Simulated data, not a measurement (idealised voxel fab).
Module name: voxel self aligned vias (process module)
Cross-section cut spans 145 nm and uses square cells 5 nm in size.
Reading order for cross-sections: top band down to bottom band. Underlying form: a grid of square cells. Band size: one or more rows of cells.
In this notation a band is specified by the heights of its top and bottom, in that order and in nm, after which its materials appear from left to right, each paired with its width in nm. The word "edge to edge" attached to a single material means that material fills the band from edge to edge; the word "empty" stands for empty space.
It should be noted that heights are counted from 0, beneath which the wafer as supplied is of one material throughout, and that the lowest band possesses no lower boundary but continues downward, as written in "top 0, no bottom".
A two-number width, for instance "30->40", indicates that the width is equal to the first number in the top row of the band and to the second number in the bottom row, and that it changes by a constant amount per row of cells.
Take "no change" at face value: in the step it is given for, the cross-section changed in none of its cells.
The entry "Internal closed voids" lists the empty spaces that cover at least 8 cells and have no open path to the top. Each is written as width x height at distance, where the distance is measured from the left edge and all three values are in nm.
On a step's line, text after the settings is the simulator commenting on that step.
overlay nm: mask right of planned place by this much (step with mask). Neg. = left.
Listed below are the process steps as planned:
1) RECEIVE: material Si
2) CONFORMAL_DEP: material SiO2, thk nm 10
3) CONFORMAL_DEP: material SiCN, thk nm 5
4) DIRECTIONAL_DEP: material SiO2, thk nm 30
5) MASKED_ETCH: tone open, mask id LINES, width nm 30, pitch nm 55, etch materials SiO2, depth nm 30, overlay nm 0
6) CONFORMAL_DEP: material TiN, thk nm 5
7) FILL_DEP: material W, thk nm 5
8) CMP: height nm 45
9) SELECTIVE_ETCH: etch materials W Ru TiN, depth nm 5
10) FILL_DEP: material SiN, thk nm 5
11) CMP: height nm 45
12) DIRECTIONAL_DEP: material SiO2, thk nm 15
13) MASKED_ETCH: tone open, mask id VIAS, width nm 40, etch materials SiO2, depth nm 15, overlay nm 0
14) MASKED_ETCH: tone open, mask id VIAS, width nm 40, etch materials SiN, depth nm 5, overlay nm 0
15) CONFORMAL_DEP: material TiN, thk nm 5
16) FILL_DEP: material Ru, thk nm 5
17) CMP: height nm 60
18) CONFORMAL_DEP: material SiN, thk nm 5
Cross-section, incoming material, after step 1:
* top 0, no bottom | Si edge to edge
* Internal closed voids: none
First wafer of two, sectioned at end of module; run went per plan:
* top 65, bottom 60 | SiN edge to edge
* top 60, bottom 50 | 25 SiO2, then 5 TiN, then 30 Ru, then 5 TiN, then 80 SiO2
* top 50, bottom 45 | 25 SiO2, then 10 TiN, then 20 Ru, then 10 TiN, then 80 SiO2
* top 45, bottom 40 | 30 SiO2, then 30 TiN, then 25 SiO2, then 30 SiN, then 30 SiO2
* top 40, bottom 20 | 30 SiO2, then 5 TiN, then 20 W, then 5 TiN, then 25 SiO2, then 5 TiN, then 20 W, then 5 TiN, then 30 SiO2
* top 20, bottom 15 | 30 SiO2, then 30 TiN, then 25 SiO2, then 30 TiN, then 30 SiO2
* top 15, bottom 10 | SiCN edge to edge
* top 10, bottom 0 | SiO2 edge to edge
* top 0, no bottom | Si edge to edge
* Internal closed voids: none
Here's the second of our two wafers sectioned at module end. Same start as the first, same plan, but one mistake got made running it:
* top 65, bottom 60 | SiN edge to edge
* top 60, bottom 45 | 25 SiO2, then 5 TiN, then 30 Ru, then 5 TiN, then 80 SiO2
* top 45, bottom 40 | 25 SiO2, then 40 TiN, then 20 SiO2, then 30 SiN, then 30 SiO2
* top 40, bottom 30 | 25 SiO2, then 10 TiN, then 20 W, then 10 TiN, then 20 SiO2, then 5 TiN, then 20 W, then 5 TiN, then 30 SiO2
* top 30, bottom 20 | 30 SiO2, then 5 TiN, then 20 W, then 5 TiN, then 25 SiO2, then 5 TiN, then 20 W, then 5 TiN, then 30 SiO2
* top 20, bottom 15 | 30 SiO2, then 30 TiN, then 25 SiO2, then 30 TiN, then 30 SiO2
* top 15, bottom 10 | SiCN edge to edge
* top 10, bottom 0 | SiO2 edge to edge
* top 0, no bottom | Si edge to edge
* Internal closed voids: none
Finding, execution versus plan: yeah, plan step 13 got run twice
Per the end-of-run cell counts, the second wafer holds more or fewer of some materials than the first: +2 Ru | -6 SiO2 | +4 TiN
